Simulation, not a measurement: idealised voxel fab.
Herein follows the process module entitled voxel capacitor over wiring.
Xsec cut, 155 nm wide, square cell size 5 nm.
Notation: cross-section as square-cell grid; stated in bands, top first, going down; one or more cell rows per band. The entry gives the band's vertical extent as a top height and a bottom height in nm, then its horizontal make-up as materials from left to right, each with a width in nm. "air" stands for empty space; a single material marked "all across" fills the band edge to edge. Zero point of the height axis is 0; under it, received wafer = one material. Lowest band: continues down indefinitely, "0 and below". With a width like "30..40", each row of cells in the band differs from the next by the same amount, the top row carrying the first number and the bottom row the second. No cell of the cross-section changed in a step that is given as "remained unchanged". Basically, "Fully closed voids" tells you about the enclosed voids: empty spaces with no open way to the top, 8 cells or bigger, each written width x height at distance, where distance is from the left edge, all in nm. Post-settings text on a step line: simulator's own remark regarding the step. overlay nm: for a step with a mask, the amount by which the mask lay right of where it was planned; a negative amount means left of it.
-- This section lists the process steps that were planned
1 RECEIVE: material Si
2 CONFORMAL_DEP: material SiO2, thk nm 10
3 CONFORMAL_DEP: material SiCN, thk nm 5
4 DIRECTIONAL_DEP: material SiO2, thk nm 20
5 DIRECTIONAL_DEP: material aC, thk nm 15
6 PATTERN: tone open, mask id METAL_1, material resist, width nm 30, pitch nm 90, thk nm 35, overlay nm 0
7 DIRECTIONAL_ETCH: etch materials aC, depth nm 15
8 STRIP: etch materials resist
9 DIRECTIONAL_ETCH: etch materials SiO2, depth nm 20
10 DIRECTIONAL_ETCH: etch materials SiCN, depth nm 5
11 STRIP: etch materials aC
12 CONFORMAL_DEP: material TiN, thk nm 5
13 FILL_DEP: material Ru, thk nm 10
14 CMP: height nm 35
15 CONFORMAL_DEP: material SiCN, thk nm 5
16 DIRECTIONAL_DEP: material SiO2, thk nm 20
17 PATTERN: tone open, mask id PLUG_1, material resist, width nm 15, thk nm 20, overlay nm 0
18 DIRECTIONAL_ETCH: etch materials SiO2, depth nm 20
19 DIRECTIONAL_ETCH: etch materials SiCN, depth nm 5
20 STRIP: etch materials resist
21 EPI: material Ru, thk nm 10
22 EPI: material Ru, thk nm 10
23 EPI: material Ru, thk nm 5
24 DIRECTIONAL_DEP: material TiN, thk nm 10
25 DIRECTIONAL_DEP: material Al2O3, thk nm 5
26 DIRECTIONAL_DEP: material TiN, thk nm 10
27 DIRECTIONAL_DEP: material aC, thk nm 15
28 PATTERN: tone cover, mask id UPPER_PLATE, material resist, width nm 65, thk nm 30, overlay nm 0
29 DIRECTIONAL_ETCH: etch materials aC, depth nm 15
30 STRIP: etch materials resist
31 DIRECTIONAL_ETCH: etch materials TiN, depth nm 10
32 DIRECTIONAL_ETCH: etch materials Al2O3, depth nm 5
33 STRIP: etch materials aC
34 DIRECTIONAL_DEP: material aC, thk nm 10
35 PATTERN: tone cover, mask id LOWER_PLATE, material resist, width nm 75, thk nm 30, overlay nm 0
36 DIRECTIONAL_ETCH: etch materials aC, depth nm 10
37 STRIP: etch materials resist
38 DIRECTIONAL_ETCH: etch materials TiN, depth nm 10
39 STRIP: etch materials aC
40 FILL_DEP: material SiO2, thk nm 15
41 CMP: height nm 95
42 DIRECTIONAL_DEP: material aC, thk nm 15
43 PATTERN: tone open, mask id PLUG_2, material resist, width nm 15, thk nm 35, overlay nm 0
44 DIRECTIONAL_ETCH: etch materials aC, depth nm 15
45 STRIP: etch materials resist
46 DIRECTIONAL_ETCH: etch materials SiO2, depth nm 10
47 STRIP: etch materials aC
48 CONFORMAL_DEP: material TiN, thk nm 5
49 FILL_DEP: material Ru, thk nm 10
50 CMP: height nm 95
51 CONFORMAL_DEP: material SiN, thk nm 5
-- first wafer, as planned
-- Incoming wafer in cross-section (state: after step 1)
- 0 and below  Si all across
- Fully closed voids: none
-- Step 2 complete: cross-section through the wafer
- 10 down to 0  SiO2 all across
- Nothing below the height 0 has changed.
-- Step 3 complete: cross-section through the wafer
- 15 down to 10  SiCN all across
- Nothing below the height 10 has changed.
-- Step 4 complete: cross-section through the wafer
- 35 down to 15  SiO2 all across
- Nothing below the height 15 has changed.
-- Step 5 complete: cross-section through the wafer
- 50 down to 35  aC all across
- Nothing below the height 35 has changed.
-- Step 6 complete: cross-section through the wafer
- 85 down to 50  resist 15 nm | air 30 nm | resist 60 nm | air 30 nm | resist 20 nm
- Nothing below the height 50 has changed.
-- Step 7 complete: cross-section through the wafer
- 70 down to 50  resist 15 nm | air 30 nm | resist 60 nm | air 30 nm | resist 20 nm
- 50 down to 35  aC 15 nm | air 30 nm | aC 60 nm | air 30 nm | aC 20 nm
- Nothing below the height 35 has changed.
-- Step 8 complete: cross-section through the wafer
- 50 down to 35  aC 15 nm | air 30 nm | aC 60 nm | air 30 nm | aC 20 nm
- Nothing below the height 35 has changed.
-- Step 9 complete: cross-section through the wafer
- 50 down to 35  aC 15 nm | air 30 nm | aC 60 nm | air 30 nm | aC 20 nm
- 35 down to 15  SiO2 15 nm | air 30 nm | SiO2 60 nm | air 30 nm | SiO2 20 nm
- Nothing below the height 15 has changed.
-- Step 10 complete: cross-section through the wafer
- 50 down to 35  aC 15 nm | air 30 nm | aC 60 nm | air 30 nm | aC 20 nm
- 35 down to 15  SiO2 15 nm | air 30 nm | SiO2 60 nm | air 30 nm | SiO2 20 nm
- 15 down to 10  SiCN 15 nm | air 30 nm | SiCN 60 nm | air 30 nm | SiCN 20 nm
- Nothing below the height 10 has changed.
-- Step 11 complete: cross-section through the wafer
- 35 down to 15  SiO2 15 nm | air 30 nm | SiO2 60 nm | air 30 nm | SiO2 20 nm
- Nothing below the height 15 has changed.
-- Step 12 complete: cross-section through the wafer
- 40 down to 35  TiN 20 nm | air 20 nm | TiN 70 nm | air 20 nm | TiN 25 nm
- 35 down to 15  SiO2 15 nm | TiN 5 nm | air 20 nm | TiN 5 nm | SiO2 60 nm | TiN 5 nm | air 20 nm | TiN 5 nm | SiO2 20 nm
- 15 down to 10  SiCN 15 nm | TiN 30 nm | SiCN 60 nm | TiN 30 nm | SiCN 20 nm
- Nothing below the height 10 has changed.
-- Step 13 complete: cross-section through the wafer
- 50 down to 40  Ru all across
- 40 down to 35  TiN 20 nm | Ru 20 nm | TiN 70 nm | Ru 20 nm | TiN 25 nm
- 35 down to 15  SiO2 15 nm | TiN 5 nm | Ru 20 nm | TiN 5 nm | SiO2 60 nm | TiN 5 nm | Ru 20 nm | TiN 5 nm | SiO2 20 nm
- Nothing below the height 15 has changed.
-- Step 14 complete: cross-section through the wafer
- 35 down to 15  SiO2 15 nm | TiN 5 nm | Ru 20 nm | TiN 5 nm | SiO2 60 nm | TiN 5 nm | Ru 20 nm | TiN 5 nm | SiO2 20 nm
- Nothing below the height 15 has changed.
-- Step 15 complete: cross-section through the wafer
- 40 down to 35  SiCN all across
- Nothing below the height 35 has changed.
-- Step 16 complete: cross-section through the wafer
- 60 down to 40  SiO2 all across
- Nothing below the height 40 has changed.
-- Step 17 complete: cross-section through the wafer
- 80 down to 60  resist 30 nm | air 15 nm | resist 110 nm
- Nothing below the height 60 has changed.
-- Step 18 complete: cross-section through the wafer
- 80 down to 60  resist 30 nm | air 15 nm | resist 110 nm
- 60 down to 40  SiO2 30 nm | air 15 nm | SiO2 110 nm
- Nothing below the height 40 has changed.
-- Step 19 complete: cross-section through the wafer
- 80 down to 60  resist 30 nm | air 15 nm | resist 110 nm
- 60 down to 40  SiO2 30 nm | air 15 nm | SiO2 110 nm
- 40 down to 35  SiCN 30 nm | air 15 nm | SiCN 110 nm
- Nothing below the height 35 has changed.
-- Step 20 complete: cross-section through the wafer
- 60 down to 40  SiO2 30 nm | air 15 nm | SiO2 110 nm
- Nothing below the height 40 has changed.
-- Step 21 complete: cross-section through the wafer
- 60 down to 45  SiO2 30 nm | air 15 nm | SiO2 110 nm
- 45 down to 40  SiO2 30 nm | Ru 15 nm | SiO2 110 nm
- 40 down to 35  SiCN 30 nm | Ru 15 nm | SiCN 110 nm
- Nothing below the height 35 has changed.
-- Step 22 complete: cross-section through the wafer
- 60 down to 55  SiO2 30 nm | air 15 nm | SiO2 110 nm
- 55 down to 40  SiO2 30 nm | Ru 15 nm | SiO2 110 nm
- Nothing below the height 40 has changed.
-- Step 23 complete: cross-section through the wafer
- 60 down to 40  SiO2 30 nm | Ru 15 nm | SiO2 110 nm
- Nothing below the height 40 has changed.
-- Step 24 complete: cross-section through the wafer
- 70 down to 60  TiN all across
- Nothing below the height 60 has changed.
-- Step 25 complete: cross-section through the wafer
- 75 down to 70  Al2O3 all across
- Nothing below the height 70 has changed.
-- Step 26 complete: cross-section through the wafer
- 85 down to 75  TiN all across
- Nothing below the height 75 has changed.
-- Step 27 complete: cross-section through the wafer
- 100 down to 85  aC all across
- Nothing below the height 85 has changed.
-- Step 28 complete: cross-section through the wafer
- 130 down to 100  air 30 nm | resist 65 nm | air 60 nm
- Nothing below the height 100 has changed.
-- Step 29 complete: cross-section through the wafer
- 115 down to 100  air 30 nm | resist 65 nm | air 60 nm
- 100 down to 85  air 30 nm | aC 65 nm | air 60 nm
- Nothing below the height 85 has changed.
-- Step 30 complete: cross-section through the wafer
- 100 down to 85  air 30 nm | aC 65 nm | air 60 nm
- Nothing below the height 85 has changed.
-- Step 31 complete: cross-section through the wafer
- 100 down to 85  air 30 nm | aC 65 nm | air 60 nm
- 85 down to 75  air 30 nm | TiN 65 nm | air 60 nm
- Nothing below the height 75 has changed.
-- Step 32 complete: cross-section through the wafer
- 100 down to 85  air 30 nm | aC 65 nm | air 60 nm
- 85 down to 75  air 30 nm | TiN 65 nm | air 60 nm
- 75 down to 70  air 30 nm | Al2O3 65 nm | air 60 nm
- Nothing below the height 70 has changed.
-- Step 33 complete: cross-section through the wafer
- 85 down to 75  air 30 nm | TiN 65 nm | air 60 nm
- Nothing below the height 75 has changed.
-- Step 34 complete: cross-section through the wafer
- 95 down to 85  air 30 nm | aC 65 nm | air 60 nm
- 85 down to 80  air 30 nm | TiN 65 nm | air 60 nm
- 80 down to 75  aC 30 nm | TiN 65 nm | aC 60 nm
- 75 down to 70  aC 30 nm | Al2O3 65 nm | aC 60 nm
- Nothing below the height 70 has changed.
-- Step 35 complete: cross-section through the wafer
- 125 down to 95  air 25 nm | resist 75 nm | air 55 nm
- 95 down to 85  air 25 nm | resist 5 nm | aC 65 nm | resist 5 nm | air 55 nm
- 85 down to 80  air 25 nm | resist 5 nm | TiN 65 nm | resist 5 nm | air 55 nm
- Nothing below the height 80 has changed.
-- Step 36 complete: cross-section through the wafer
- 115 down to 95  air 25 nm | resist 75 nm | air 55 nm
- 95 down to 85  air 25 nm | resist 5 nm | aC 65 nm | resist 5 nm | air 55 nm
- 85 down to 80  air 25 nm | resist 5 nm | TiN 65 nm | resist 5 nm | air 55 nm
- 80 down to 75  air 25 nm | aC 5 nm | TiN 65 nm | aC 5 nm | air 55 nm
- 75 down to 70  air 25 nm | aC 5 nm | Al2O3 65 nm | aC 5 nm | air 55 nm
- Nothing below the height 70 has changed.
-- Step 37 complete: cross-section through the wafer
- 95 down to 85  air 30 nm | aC 65 nm | air 60 nm
- 85 down to 80  air 30 nm | TiN 65 nm | air 60 nm
- Nothing below the height 80 has changed.
-- Step 38 complete: cross-section through the wafer
- 95 down to 85  air 30 nm | aC 65 nm | air 60 nm
- 85 down to 80  air 30 nm | TiN 65 nm | air 60 nm
- 80 down to 75  air 25 nm | aC 5 nm | TiN 65 nm | aC 5 nm | air 55 nm
- 75 down to 70  air 25 nm | aC 5 nm | Al2O3 65 nm | aC 5 nm | air 55 nm
- 70 down to 60  air 25 nm | TiN 75 nm | air 55 nm
- Nothing below the height 60 has changed.
-- Step 39 complete: cross-section through the wafer
- 85 down to 75  air 30 nm | TiN 65 nm | air 60 nm
- 75 down to 70  air 30 nm | Al2O3 65 nm | air 60 nm
- Nothing below the height 70 has changed.
-- Step 40 complete: cross-section through the wafer
- 100 down to 85  SiO2 all across
- 85 down to 75  SiO2 30 nm | TiN 65 nm | SiO2 60 nm
- 75 down to 70  SiO2 30 nm | Al2O3 65 nm | SiO2 60 nm
- 70 down to 60  SiO2 25 nm | TiN 75 nm | SiO2 55 nm
- Nothing below the height 60 has changed.
-- Step 41 complete: cross-section through the wafer
- 95 down to 85  SiO2 all across
- Nothing below the height 85 has changed.
-- Step 42 complete: cross-section through the wafer
- 110 down to 95  aC all across
- Nothing below the height 95 has changed.
-- Step 43 complete: cross-section through the wafer
- 145 down to 110  resist 40 nm | air 15 nm | resist 100 nm
- Nothing below the height 110 has changed.
-- Step 44 complete: cross-section through the wafer
- 130 down to 110  resist 40 nm | air 15 nm | resist 100 nm
- 110 down to 95  aC 40 nm | air 15 nm | aC 100 nm
- Nothing below the height 95 has changed.
-- Step 45 complete: cross-section through the wafer
- 110 down to 95  aC 40 nm | air 15 nm | aC 100 nm
- Nothing below the height 95 has changed.
-- Step 46 complete: cross-section through the wafer
- 110 down to 95  aC 40 nm | air 15 nm | aC 100 nm
- 95 down to 85  SiO2 40 nm | air 15 nm | SiO2 100 nm
- Nothing below the height 85 has changed.
-- Step 47 complete: cross-section through the wafer
- 95 down to 85  SiO2 40 nm | air 15 nm | SiO2 100 nm
- Nothing below the height 85 has changed.
-- Step 48 complete: cross-section through the wafer
- 100 down to 95  TiN 45 nm | air 5 nm | TiN 105 nm
- 95 down to 90  SiO2 40 nm | TiN 5 nm | air 5 nm | TiN 5 nm | SiO2 100 nm
- 90 down to 85  SiO2 40 nm | TiN 15 nm | SiO2 100 nm
- Nothing below the height 85 has changed.
-- Step 49 complete: cross-section through the wafer
- 110 down to 100  Ru all across
- 100 down to 95  TiN 45 nm | Ru 5 nm | TiN 105 nm
- 95 down to 90  SiO2 40 nm | TiN 5 nm | Ru 5 nm | TiN 5 nm | SiO2 100 nm
- Nothing below the height 90 has changed.
-- Step 50 complete: cross-section through the wafer
- 95 down to 90  SiO2 40 nm | TiN 5 nm | Ru 5 nm | TiN 5 nm | SiO2 100 nm
- Nothing below the height 90 has changed.
-- Step 51 complete: cross-section through the wafer
- 100 down to 95  SiN all across
- Nothing below the height 95 has changed.
-- Second wafer: same start and same plan as the first, one execution error; identical to the first through step 20
-- The second wafer cut through, at the time step 22 was supposed to be finished
- 60 down to 45  SiO2 30 nm | air 15 nm | SiO2 110 nm
- 45 down to 40  SiO2 30 nm | Ru 15 nm | SiO2 110 nm
- 40 down to 35  SiCN 30 nm | Ru 15 nm | SiCN 110 nm
- Nothing below the height 35 has changed.
-- The second wafer cut through, at the time step 23 was supposed to be finished
- 60 down to 50  SiO2 30 nm | air 15 nm | SiO2 110 nm
- 50 down to 40  SiO2 30 nm | Ru 15 nm | SiO2 110 nm
- Nothing below the height 40 has changed.
-- The second wafer cut through, at the time step 24 was supposed to be finished
- 70 down to 60  TiN 30 nm | air 15 nm | TiN 110 nm
- 60 down to 50  SiO2 30 nm | TiN 15 nm | SiO2 110 nm
- Nothing below the height 50 has changed.
-- The second wafer cut through, at the time step 25 was supposed to be finished
- 75 down to 70  Al2O3 30 nm | air 15 nm | Al2O3 110 nm
- 70 down to 65  TiN 30 nm | air 15 nm | TiN 110 nm
- 65 down to 60  TiN 30 nm | Al2O3 15 nm | TiN 110 nm
- Nothing below the height 60 has changed.
-- The second wafer cut through, at the time step 26 was supposed to be finished
- 85 down to 75  TiN 30 nm | air 15 nm | TiN 110 nm
- 75 down to 70  Al2O3 30 nm | TiN 15 nm | Al2O3 110 nm
- 70 down to 65  TiN all across
- Nothing below the height 65 has changed.
-- The second wafer cut through, at the time step 27 was supposed to be finished
- 100 down to 90  aC 30 nm | air 15 nm | aC 110 nm
- 90 down to 85  aC all across
- 85 down to 75  TiN 30 nm | aC 15 nm | TiN 110 nm
- Nothing below the height 75 has changed.
-- The second wafer cut through, at the time step 28 was supposed to be finished
- 130 down to 100  air 30 nm | resist 65 nm | air 60 nm
- 100 down to 90  aC 30 nm | resist 15 nm | aC 110 nm
- Nothing below the height 90 has changed.
-- The second wafer cut through, at the time step 29 was supposed to be finished
- 115 down to 100  air 30 nm | resist 65 nm | air 60 nm
- 100 down to 90  air 30 nm | resist 15 nm | aC 50 nm | air 60 nm
- 90 down to 85  air 30 nm | aC 65 nm | air 60 nm
- Nothing below the height 85 has changed.
-- The second wafer cut through, at the time step 30 was supposed to be finished
- 100 down to 90  air 45 nm | aC 50 nm | air 60 nm
- Nothing below the height 90 has changed.
-- The second wafer cut through, at the time step 31 was supposed to be finished
- 100 down to 90  air 45 nm | aC 50 nm | air 60 nm
- 90 down to 85  air 30 nm | aC 65 nm | air 60 nm
- 85 down to 75  air 30 nm | aC 15 nm | TiN 50 nm | air 60 nm
- Nothing below the height 75 has changed.
-- The second wafer cut through, at the time step 32 was supposed to be finished
- 100 down to 90  air 45 nm | aC 50 nm | air 60 nm
- 90 down to 85  air 30 nm | aC 65 nm | air 60 nm
- 85 down to 75  air 30 nm | aC 15 nm | TiN 50 nm | air 60 nm
- 75 down to 70  air 30 nm | TiN 15 nm | Al2O3 50 nm | air 60 nm
- Nothing below the height 70 has changed.
-- The second wafer cut through, at the time step 33 was supposed to be finished
- 85 down to 75  air 45 nm | TiN 50 nm | air 60 nm
- Nothing below the height 75 has changed.
-- The second wafer cut through, at the time step 34 was supposed to be finished
- 95 down to 85  air 45 nm | aC 50 nm | air 60 nm
- 85 down to 80  air 30 nm | aC 15 nm | TiN 50 nm | air 60 nm
- 80 down to 75  aC 45 nm | TiN 50 nm | aC 60 nm
- 75 down to 70  aC 30 nm | TiN 15 nm | Al2O3 50 nm | aC 60 nm
- Nothing below the height 70 has changed.
-- The second wafer cut through, at the time step 35 was supposed to be finished
- 125 down to 95  air 25 nm | resist 75 nm | air 55 nm
- 95 down to 85  air 25 nm | resist 20 nm | aC 50 nm | resist 5 nm | air 55 nm
- 85 down to 80  air 25 nm | resist 5 nm | aC 15 nm | TiN 50 nm | resist 5 nm | air 55 nm
- Nothing below the height 80 has changed.
-- The second wafer cut through, at the time step 36 was supposed to be finished
- 115 down to 95  air 25 nm | resist 75 nm | air 55 nm
- 95 down to 85  air 25 nm | resist 20 nm | aC 50 nm | resist 5 nm | air 55 nm
- 85 down to 80  air 25 nm | resist 5 nm | aC 15 nm | TiN 50 nm | resist 5 nm | air 55 nm
- 80 down to 75  air 25 nm | aC 20 nm | TiN 50 nm | aC 5 nm | air 55 nm
- 75 down to 70  air 25 nm | aC 5 nm | TiN 15 nm | Al2O3 50 nm | aC 5 nm | air 55 nm
- Nothing below the height 70 has changed.
-- The second wafer cut through, at the time step 37 was supposed to be finished
- 95 down to 85  air 45 nm | aC 50 nm | air 60 nm
- 85 down to 80  air 30 nm | aC 15 nm | TiN 50 nm | air 60 nm
- Nothing below the height 80 has changed.
-- The second wafer cut through, at the time step 38 was supposed to be finished
- 95 down to 85  air 45 nm | aC 50 nm | air 60 nm
- 85 down to 80  air 30 nm | aC 15 nm | TiN 50 nm | air 60 nm
- 80 down to 75  air 25 nm | aC 20 nm | TiN 50 nm | aC 5 nm | air 55 nm
- 75 down to 70  air 25 nm | aC 5 nm | TiN 15 nm | Al2O3 50 nm | aC 5 nm | air 55 nm
- 70 down to 65  air 25 nm | TiN 75 nm | air 55 nm
- 65 down to 60  air 25 nm | TiN 5 nm | Al2O3 15 nm | TiN 55 nm | air 55 nm
- Nothing below the height 60 has changed.
-- The second wafer cut through, at the time step 39 was supposed to be finished
- 85 down to 75  air 45 nm | TiN 50 nm | air 60 nm
- 75 down to 70  air 30 nm | TiN 15 nm | Al2O3 50 nm | air 60 nm
- Nothing below the height 70 has changed.
-- The second wafer cut through, at the time step 40 was supposed to be finished
- 100 down to 85  SiO2 all across
- 85 down to 75  SiO2 45 nm | TiN 50 nm | SiO2 60 nm
- 75 down to 70  SiO2 30 nm | TiN 15 nm | Al2O3 50 nm | SiO2 60 nm
- 70 down to 65  SiO2 25 nm | TiN 75 nm | SiO2 55 nm
- 65 down to 60  SiO2 25 nm | TiN 5 nm | Al2O3 15 nm | TiN 55 nm | SiO2 55 nm
- Nothing below the height 60 has changed.
-- The second wafer cut through, at the time step 41 was supposed to be finished
- 95 down to 85  SiO2 all across
- Nothing below the height 85 has changed.
-- The second wafer cut through, at the time step 42 was supposed to be finished
- 110 down to 95  aC all across
- Nothing below the height 95 has changed.
-- The second wafer cut through, at the time step 43 was supposed to be finished
- 145 down to 110  resist 40 nm | air 15 nm | resist 100 nm
- Nothing below the height 110 has changed.
-- The second wafer cut through, at the time step 44 was supposed to be finished
- 130 down to 110  resist 40 nm | air 15 nm | resist 100 nm
- 110 down to 95  aC 40 nm | air 15 nm | aC 100 nm
- Nothing below the height 95 has changed.
-- The second wafer cut through, at the time step 45 was supposed to be finished
- 110 down to 95  aC 40 nm | air 15 nm | aC 100 nm
- Nothing below the height 95 has changed.
-- The second wafer cut through, at the time step 46 was supposed to be finished
- 110 down to 95  aC 40 nm | air 15 nm | aC 100 nm
- 95 down to 85  SiO2 40 nm | air 15 nm | SiO2 100 nm
- Nothing below the height 85 has changed.
-- The second wafer cut through, at the time step 47 was supposed to be finished
- 95 down to 85  SiO2 40 nm | air 15 nm | SiO2 100 nm
- Nothing below the height 85 has changed.
-- The second wafer cut through, at the time step 48 was supposed to be finished
- 100 down to 95  TiN 45 nm | air 5 nm | TiN 105 nm
- 95 down to 90  SiO2 40 nm | TiN 5 nm | air 5 nm | TiN 5 nm | SiO2 100 nm
- 90 down to 85  SiO2 40 nm | TiN 15 nm | SiO2 100 nm
- Nothing below the height 85 has changed.
-- The second wafer cut through, at the time step 49 was supposed to be finished
- 110 down to 100  Ru all across
- 100 down to 95  TiN 45 nm | Ru 5 nm | TiN 105 nm
- 95 down to 90  SiO2 40 nm | TiN 5 nm | Ru 5 nm | TiN 5 nm | SiO2 100 nm
- Nothing below the height 90 has changed.
-- The second wafer cut through, at the time step 50 was supposed to be finished
- 95 down to 90  SiO2 40 nm | TiN 5 nm | Ru 5 nm | TiN 5 nm | SiO2 100 nm
- Nothing below the height 90 has changed.
-- The second wafer cut through, at the time step 51 was supposed to be finished
- 100 down to 95  SiN all across
- Nothing below the height 95 has changed.
Misprocessing identified: it is not possible to tell which of the identical steps 21 and 22 was omitted, only that one of them was
FYI, end of process, the second wafer has more or fewer cells of some materials than the first: -6 Ru | +6 SiO2
